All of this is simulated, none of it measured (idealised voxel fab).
Documented hereafter: the process module known as voxel gate over fins.
cross-section cut | 205 nm wide | cells 5 nm
Each cross-section below is a grid of square cells, stated as bands in top-down order, with one or more rows of cells making up each band.
Band: top and bottom heights (nm) first, top before bottom; then materials from left to right, widths in nm. "full width" marks a sole material filling the band edge to edge. "blank" denotes empty space.
Heads up on the height convention: 0 is the point under which the incoming wafer is all one material, and the lowest band has no bottom, it just keeps going down, like "0 nm and below".
Top row gets the first number, bottom row gets the second, and each row in between changes by the same step: that is how a band width like "30..40" works.
The designation "remains unaltered", where it is given for a processing step, indicates that no cell of the cross-section was altered in the course of that step.
Under "Listed closed voids" you'll find the enclosed gaps, the ones with no way out to the top, that are 8 cells or bigger; each reads width x height at distance, with distance counted from the left edge, everything in nm.
Whatever follows a step's settings on its line is a remark the simulator itself makes about that step.
"overlay nm" denotes, for a step that has a mask, the displacement of the mask to the right of its planned place, with negative values corresponding to the left.

PLANNED STEP LIST FOR THE PROCESS
1: RECEIVE [material Si]
2: CONFORMAL_DEP [material SiN] [thk nm 5]
3: MASKED_ETCH [tone cover] [mask id FINS] [width nm 15] [pitch nm 40] [etch materials SiN] [depth nm 5] [overlay nm 0]
4: MASKED_ETCH [tone cover] [mask id FINS] [width nm 15] [pitch nm 40] [etch materials Si] [depth nm 40] [overlay nm 0]
5: OXIDIZE [depth nm 5]
6: FILL_DEP [material SiO2] [thk nm 5]
7: CMP [height nm 5]
8: SELECTIVE_ETCH [etch materials SiO2] [depth nm 15]
9: STRIP [etch materials SiN]
10: CONFORMAL_DEP [material HfO2] [thk nm 5]
11: CONFORMAL_DEP [material TiN] [thk nm 5]
12: FILL_DEP [material W] [thk nm 15]
13: CMP [height nm 20]
14: CONFORMAL_DEP [material SiCN] [thk nm 10]

OF TWO WAFERS, THE FIRST: RUN ACCORDING TO PLAN

CROSS-SECTION, INCOMING MATERIAL, AFTER STEP 1
* 0 nm and below | Si full width
* Listed closed voids: none

AFTER STEP 2, IN CROSS-SECTION
* 5 nm to 0 nm | SiN full width
* Rest of section, below 0: as before.

AFTER STEP 3, IN CROSS-SECTION
* 5 nm to 0 nm | 75 nm blank  15 nm SiN  25 nm blank  15 nm SiN  75 nm blank
* Rest of section, below 0: as before.

AFTER STEP 4, IN CROSS-SECTION
* 5 nm to 0 nm | 75 nm blank  15 nm SiN  25 nm blank  15 nm SiN  75 nm blank
* 0 nm to -40 nm | 75 nm blank  15 nm Si  25 nm blank  15 nm Si  75 nm blank
* Rest of section, below -40: as before.

AFTER STEP 5, IN CROSS-SECTION
* 5 nm to 0 nm | 75 nm blank  15 nm SiN  25 nm blank  15 nm SiN  75 nm blank
* 0 nm to -40 nm | 75 nm blank  5 nm SiO2  5 nm Si  5 nm SiO2  25 nm blank  5 nm SiO2  5 nm Si  5 nm SiO2  75 nm blank
* -40 nm to -45 nm | 80 nm SiO2  5 nm Si  35 nm SiO2  5 nm Si  80 nm SiO2
* Rest of section, below -45: as before.

AFTER STEP 6, IN CROSS-SECTION
* 10 nm to 5 nm | SiO2 full width
* 5 nm to 0 nm | 75 nm SiO2  15 nm SiN  25 nm SiO2  15 nm SiN  75 nm SiO2
* 0 nm to -45 nm | 80 nm SiO2  5 nm Si  35 nm SiO2  5 nm Si  80 nm SiO2
* Rest of section, below -45: as before.

AFTER STEP 7, IN CROSS-SECTION
* 5 nm to 0 nm | 75 nm SiO2  15 nm SiN  25 nm SiO2  15 nm SiN  75 nm SiO2
* Rest of section, below 0: as before.

AFTER STEP 8, IN CROSS-SECTION
* 5 nm to 0 nm | 75 nm blank  15 nm SiN  25 nm blank  15 nm SiN  75 nm blank
* 0 nm to -10 nm | 80 nm blank  5 nm Si  35 nm blank  5 nm Si  80 nm blank
* Rest of section, below -10: as before.

AFTER STEP 9, IN CROSS-SECTION
* 0 nm to -10 nm | 80 nm blank  5 nm Si  35 nm blank  5 nm Si  80 nm blank
* Rest of section, below -10: as before.

AFTER STEP 10, IN CROSS-SECTION
* 5 nm to 0 nm | 75 nm blank  15 nm HfO2  25 nm blank  15 nm HfO2  75 nm blank
* 0 nm to -5 nm | 75 nm blank  5 nm HfO2  5 nm Si  5 nm HfO2  25 nm blank  5 nm HfO2  5 nm Si  5 nm HfO2  75 nm blank
* -5 nm to -10 nm | 80 nm HfO2  5 nm Si  35 nm HfO2  5 nm Si  80 nm HfO2
* Rest of section, below -10: as before.

AFTER STEP 11, IN CROSS-SECTION
* 10 nm to 5 nm | 70 nm blank  25 nm TiN  15 nm blank  25 nm TiN  70 nm blank
* 5 nm to 0 nm | 70 nm blank  5 nm TiN  15 nm HfO2  5 nm TiN  15 nm blank  5 nm TiN  15 nm HfO2  5 nm TiN  70 nm blank
* 0 nm to -5 nm | 75 nm TiN  5 nm HfO2  5 nm Si  5 nm HfO2  25 nm TiN  5 nm HfO2  5 nm Si  5 nm HfO2  75 nm TiN
* Rest of section, below -5: as before.

AFTER STEP 12, IN CROSS-SECTION
* 25 nm to 10 nm | W full width
* 10 nm to 5 nm | 70 nm W  25 nm TiN  15 nm W  25 nm TiN  70 nm W
* 5 nm to 0 nm | 70 nm W  5 nm TiN  15 nm HfO2  5 nm TiN  15 nm W  5 nm TiN  15 nm HfO2  5 nm TiN  70 nm W
* Rest of section, below 0: as before.

AFTER STEP 13, IN CROSS-SECTION
* 20 nm to 10 nm | W full width
* Rest of section, below 10: as before.

AFTER STEP 14, IN CROSS-SECTION
* 30 nm to 20 nm | SiCN full width
* Rest of section, below 20: as before.

WAFER TWO. IDENTICAL START, IDENTICAL PLAN. ONE MISTAKE IN EXECUTION. IDENTICAL HISTORY THROUGH STEP 2

CROSS-SECTION OF THE SECOND WAFER CORRESPONDING TO THE PLANNED CONCLUSION OF STEP 3
* 5 nm to 0 nm | 75 nm SiN  15 nm blank  25 nm SiN  15 nm blank  75 nm SiN
* Rest of section, below 0: as before.

Cross-section of the second wafer corresponding to the planned conclusion of step 4: remains unaltered

CROSS-SECTION OF THE SECOND WAFER CORRESPONDING TO THE PLANNED CONCLUSION OF STEP 5
* 5 nm to 0 nm | 75 nm SiN  15 nm blank  25 nm SiN  15 nm blank  75 nm SiN
* 0 nm to -5 nm | 70 nm Si  25 nm SiO2  15 nm Si  25 nm SiO2  70 nm Si
* Rest of section, below -5: as before.

CROSS-SECTION OF THE SECOND WAFER CORRESPONDING TO THE PLANNED CONCLUSION OF STEP 6
* 10 nm to 5 nm | SiO2 full width
* 5 nm to 0 nm | 75 nm SiN  15 nm SiO2  25 nm SiN  15 nm SiO2  75 nm SiN
* Rest of section, below 0: as before.

CROSS-SECTION OF THE SECOND WAFER CORRESPONDING TO THE PLANNED CONCLUSION OF STEP 7
* 5 nm to 0 nm | 75 nm SiN  15 nm SiO2  25 nm SiN  15 nm SiO2  75 nm SiN
* Rest of section, below 0: as before.

CROSS-SECTION OF THE SECOND WAFER CORRESPONDING TO THE PLANNED CONCLUSION OF STEP 8
* 5 nm to 0 nm | 75 nm SiN  15 nm blank  25 nm SiN  15 nm blank  75 nm SiN
* 0 nm to -5 nm | 70 nm Si  25 nm blank  15 nm Si  25 nm blank  70 nm Si
* Rest of section, below -5: as before.

CROSS-SECTION OF THE SECOND WAFER CORRESPONDING TO THE PLANNED CONCLUSION OF STEP 9
* 0 nm to -5 nm | 70 nm Si  25 nm blank  15 nm Si  25 nm blank  70 nm Si
* Rest of section, below -5: as before.

CROSS-SECTION OF THE SECOND WAFER CORRESPONDING TO THE PLANNED CONCLUSION OF STEP 10
* 5 nm to 0 nm | 75 nm HfO2  15 nm blank  25 nm HfO2  15 nm blank  75 nm HfO2
* 0 nm to -5 nm | 70 nm Si  25 nm HfO2  15 nm Si  25 nm HfO2  70 nm Si
* Rest of section, below -5: as before.

CROSS-SECTION OF THE SECOND WAFER CORRESPONDING TO THE PLANNED CONCLUSION OF STEP 11
* 10 nm to 5 nm | 80 nm TiN  5 nm blank  35 nm TiN  5 nm blank  80 nm TiN
* 5 nm to 0 nm | 75 nm HfO2  15 nm TiN  25 nm HfO2  15 nm TiN  75 nm HfO2
* Rest of section, below 0: as before.

CROSS-SECTION OF THE SECOND WAFER CORRESPONDING TO THE PLANNED CONCLUSION OF STEP 12
* 25 nm to 10 nm | W full width
* 10 nm to 5 nm | 80 nm TiN  5 nm W  35 nm TiN  5 nm W  80 nm TiN
* Rest of section, below 5: as before.

CROSS-SECTION OF THE SECOND WAFER CORRESPONDING TO THE PLANNED CONCLUSION OF STEP 13
* 20 nm to 10 nm | W full width
* Rest of section, below 10: as before.

CROSS-SECTION OF THE SECOND WAFER CORRESPONDING TO THE PLANNED CONCLUSION OF STEP 14
* 30 nm to 20 nm | SiCN full width
* Rest of section, below 20: as before.
So what did we get wrong on this run? step 3 off recipe, ran as MASKED_ETCH [tone open] [mask id FINS] [width nm 15] [pitch nm 40] [etch materials SiN] [depth nm 5] [overlay nm 0]
Wafer comparison, final, in cells, second relative to first, materials more or fewer: HfO2: 4 fewer; Si: 341 more; SiO2: 273 fewer; TiN: 4 fewer; W: 60 fewer
